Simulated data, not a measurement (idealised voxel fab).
Process module name: voxel double patterning
Square cells of 5 nm make up the cross-section cut, whose width is 245 nm.
Throughout this document, each cross-section is represented as a grid of square cells and is presented as a sequence of bands enumerated from the top downward, where a band comprises one or more rows of cells. The band entry comprises the height of the band's top followed by the height of its bottom, expressed in nm, and subsequently the band's materials from left to right, each stated together with its width in nm. Where a single material is marked with the word "edge to edge", that material fills the band from edge to edge. The word "air" represents empty space. A quick word on heights: they are counted from 0, and under that level the wafer as it came to us is one material throughout. The lowest band is different from the rest in having no bottom; it simply continues downward, written as in "0 and below". Note: "30 to 40" means the width goes from the first number (top row of the band) to the second number (bottom row) in equal steps per row of cells. "remains unaltered" means the step left every cell of the cross-section as it was. "Entrapped void list" lists enclosed empty spaces (at least 8 cells, no open path upward to the top), each as width x height at distance from the left edge, in nm. Anything after a step's settings on that line? It's the simulator's own note about the step. A step line may carry the setting "overlay nm", which, for steps involving a mask, states the distance by which the mask lay to the right of its intended position; negative values denote displacement to the left.

Process steps (planned):
- 1: RECEIVE | material Si
- 2: CONFORMAL_DEP | material SiN | thk nm 10
- 3: DIRECTIONAL_DEP | material SiO2 | thk nm 15
- 4: DIRECTIONAL_DEP | material SiCN | thk nm 10
- 5: MASKED_ETCH | tone open | mask id FIRST | width nm 15 | pitch nm 50 | etch materials SiCN | depth nm 10 | overlay nm 0
- 6: DIRECTIONAL_DEP | material aC | thk nm 10
- 7: PATTERN | tone open | mask id SECOND | material resist | width nm 15 | pitch nm 50 | thk nm 30 | overlay nm 0
- 8: DIRECTIONAL_ETCH | etch materials aC | depth nm 10
- 9: STRIP | etch materials resist
- 10: DIRECTIONAL_ETCH | etch materials SiCN | depth nm 10
- 11: STRIP | etch materials aC
- 12: DIRECTIONAL_ETCH | etch materials SiO2 | depth nm 15
- 13: STRIP | etch materials SiCN

Incoming wafer, cross-sectional view, post step 1:
  0 and below: Si edge to edge
  Entrapped void list: none

Cross-section, first of two wafers, end of module, run as planned:
  25 down to 10: SiO2 65 / air 15 / SiO2 10 / air 15 / SiO2 10 / air 15 / SiO2 10 / air 15 / SiO2 10 / air 15 / SiO2 65
  10 down to 0: SiN edge to edge
  0 and below: Si edge to edge
  Entrapped void list: none

Same start, same plan as the first wafer - but one mistake in the run. Cross-section of the second of the two at the end of the module:
  25 down to 20: SiO2 65 / air 15 / SiO2 10 / air 15 / SiO2 10 / air 15 / SiO2 10 / air 15 / SiO2 10 / air 15 / SiO2 65
  20 down to 10: SiO2 edge to edge
  10 down to 0: SiN edge to edge
  0 and below: Si edge to edge
  Entrapped void list: none
Misprocessing identified: step 12 was run on a setting that differed from the plan, and what really ran there is DIRECTIONAL_ETCH | etch materials SiO2 | depth nm 5
Looking at both finished wafers in cells, the second ends up ahead of or behind the first on some materials: 30 more of SiO2
